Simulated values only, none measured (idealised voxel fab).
Process module heading - voxel capacitor over wiring
The cross-section shown here is cut; it is 245 nm wide and divided into square cells measuring 5 nm on a side.
Square cells in a grid make up a cross-section in this document, and the grid is given as bands, listed from the top down, each one or more rows of cells. For a band, the entry starts with two heights in nm, that of the top and then that of the bottom, and carries on with the band's materials in order from left to right, each alongside its width in nm; the word "throughout" beside a single material means it fills the band edge to edge, and "empty" means empty space. Below 0: as-received wafer, all one material; heights counted from there. Lowest band: no bottom, goes on down, written "z 0 and below". The width entry "30 to 40" should be interpreted row by row: the top row of cells in the band takes the first number, the bottom row takes the second number, and the change between adjacent rows is uniform throughout. "nothing got changed" (step): cross-section cells unchanged, all of them. "Closed void inventory" enumerates empty spaces isolated from the top, with no open way to it, that contain at least 8 cells, giving each as width x height at distance from the left edge, all three in nm. What comes after the settings on a step's line is commentary from the simulator itself on that step. overlay nm: how far to the right of its planned place the mask lay on this masked step (negative: to the left).
BELOW IS THE LIST OF PLANNED PROCESS STEPS
1,RECEIVE | material Si
2,CONFORMAL_DEP | material SiO2 | thk nm 10
3,CONFORMAL_DEP | material SiN | thk nm 5
4,DIRECTIONAL_DEP | material SiO2 | thk nm 15
5,PATTERN | tone open | mask id METAL_1 | material resist | width nm 30 | pitch nm 95 | thk nm 20 | overlay nm 0
6,DIRECTIONAL_ETCH | etch materials SiO2 | depth nm 15
7,DIRECTIONAL_ETCH | etch materials SiN | depth nm 5
8,STRIP | etch materials resist
9,CONFORMAL_DEP | material TiN | thk nm 5
10,FILL_DEP | material W | thk nm 5
11,CMP | height nm 30
12,EPI | material Ru | thk nm 5
13,FILL_DEP | material SiCN | thk nm 5
14,DIRECTIONAL_DEP | material lowk | thk nm 20
15,DIRECTIONAL_DEP | material aC | thk nm 10
16,PATTERN | tone open | mask id PLUG_1 | material resist | width nm 15 | thk nm 30 | overlay nm 0
17,DIRECTIONAL_ETCH | etch materials aC | depth nm 10
18,STRIP | etch materials resist
19,DIRECTIONAL_ETCH | etch materials lowk | depth nm 20
20,DIRECTIONAL_ETCH | etch materials SiCN | depth nm 5
21,STRIP | etch materials aC
22,EPI | material Ru | thk nm 10
23,EPI | material Ru | thk nm 10
24,EPI | material Ru | thk nm 5
25,DIRECTIONAL_DEP | material TiN | thk nm 5
26,DIRECTIONAL_DEP | material Al2O3 | thk nm 5
27,DIRECTIONAL_DEP | material TiN | thk nm 5
28,PATTERN | tone cover | mask id UPPER_PLATE | material resist | width nm 70 | thk nm 20 | overlay nm 0
29,DIRECTIONAL_ETCH | etch materials TiN | depth nm 5
30,DIRECTIONAL_ETCH | etch materials Al2O3 | depth nm 5
31,STRIP | etch materials resist
32,DIRECTIONAL_DEP | material aC | thk nm 10
33,PATTERN | tone cover | mask id LOWER_PLATE | material resist | width nm 80 | thk nm 30 | overlay nm 0
34,DIRECTIONAL_ETCH | etch materials aC | depth nm 10
35,STRIP | etch materials resist
36,DIRECTIONAL_ETCH | etch materials TiN | depth nm 5
37,STRIP | etch materials aC
38,FILL_DEP | material SiO2 | thk nm 15
39,CMP | height nm 85
40,PATTERN | tone open | mask id PLUG_2 | material resist | width nm 15 | thk nm 15 | overlay nm 0
41,DIRECTIONAL_ETCH | etch materials SiO2 | depth nm 10
42,STRIP | etch materials resist
43,CONFORMAL_DEP | material TiN | thk nm 5
44,FILL_DEP | material Cu | thk nm 5
45,CMP | height nm 85
46,CONFORMAL_DEP | material SiCN | thk nm 5
Among the wafers covered here, the point of difference is the width nm at step 16; their starting state is shared, and the plan presents the value of the first wafer.
INCOMING STATE OF THE FIRST OF SEVERAL WAFERS IN CROSS-SECTION: AFTER STEP 1
z 0 and below | Si throughout
Closed void inventory: none
FIRST OF SEVERAL WAFERS IN CROSS-SECTION AT MODULE END, FOLLOWING THE FINAL STEP, STEP 46
z 90 to 85 | SiCN throughout
z 85 to 80 | 85 SiO2; 5 TiN; 5 Cu; 5 TiN; 145 SiO2
z 80 to 70 | 85 to 75 SiO2; 15 to 70 TiN; 145 to 100 SiO2
z 70 to 65 | 75 SiO2; 70 Al2O3; 100 SiO2
z 65 to 60 | 70 SiO2; 80 TiN; 95 SiO2
z 60 to 40 | 75 lowk; 15 Ru; 155 lowk
z 40 to 35 | 75 SiCN; 15 Ru; 155 SiCN
z 35 to 30 | 55 SiCN; 40 Ru; 55 SiCN; 40 Ru; 55 SiCN
z 30 to 15 | 60 SiO2; 5 TiN; 20 W; 5 TiN; 65 SiO2; 5 TiN; 20 W; 5 TiN; 60 SiO2
z 15 to 10 | 60 SiN; 30 TiN; 65 SiN; 30 TiN; 60 SiN
z 10 to 0 | SiO2 throughout
z 0 and below | Si throughout
Closed void inventory: none
FINAL WAFER OF SEVERAL, SHOWN IN CROSS-SECTION AT THE END OF THE MODULE
z 90 to 85 | SiCN throughout
z 85 to 80 | 85 SiO2; 5 TiN; 5 Cu; 5 TiN; 145 SiO2
z 80 to 70 | 85 to 75 SiO2; 15 to 70 TiN; 145 to 100 SiO2
z 70 to 65 | 75 SiO2; 70 Al2O3; 100 SiO2
z 65 to 60 | 70 SiO2; 80 TiN; 95 SiO2
z 60 to 40 | 70 lowk; 30 Ru; 145 lowk
z 40 to 35 | 70 SiCN; 30 Ru; 145 SiCN
z 35 to 30 | 55 SiCN; 40 Ru; 55 SiCN; 40 Ru; 55 SiCN
z 30 to 15 | 60 SiO2; 5 TiN; 20 W; 5 TiN; 65 SiO2; 5 TiN; 20 W; 5 TiN; 60 SiO2
z 15 to 10 | 60 SiN; 30 TiN; 65 SiN; 30 TiN; 60 SiN
z 10 to 0 | SiO2 throughout
z 0 and below | Si throughout
Closed void inventory: none
END OF MODULE, BY WAFER: MATERIAL-BY-MATERIAL CELL GAIN (+) OR LOSS (-) SINCE RECEIPT, THEN CLOSED VOIDS
width nm 15 | +14 Al2O3 | +1 Cu | +31 Ru | +128 SiCN | +37 SiN | +404 SiO2 | +59 TiN | +24 W | +184 lowk | Closed void inventory: none
width nm 20 | +14 Al2O3 | +1 Cu | +36 Ru | +127 SiCN | +37 SiN | +404 SiO2 | +59 TiN | +24 W | +180 lowk | Closed void inventory: none
width nm 25 | +14 Al2O3 | +1 Cu | +41 Ru | +126 SiCN | +37 SiN | +404 SiO2 | +59 TiN | +24 W | +176 lowk | Closed void inventory: none
width nm 30 | +14 Al2O3 | +1 Cu | +46 Ru | +125 SiCN | +37 SiN | +404 SiO2 | +59 TiN | +24 W | +172 lowk | Closed void inventory: none
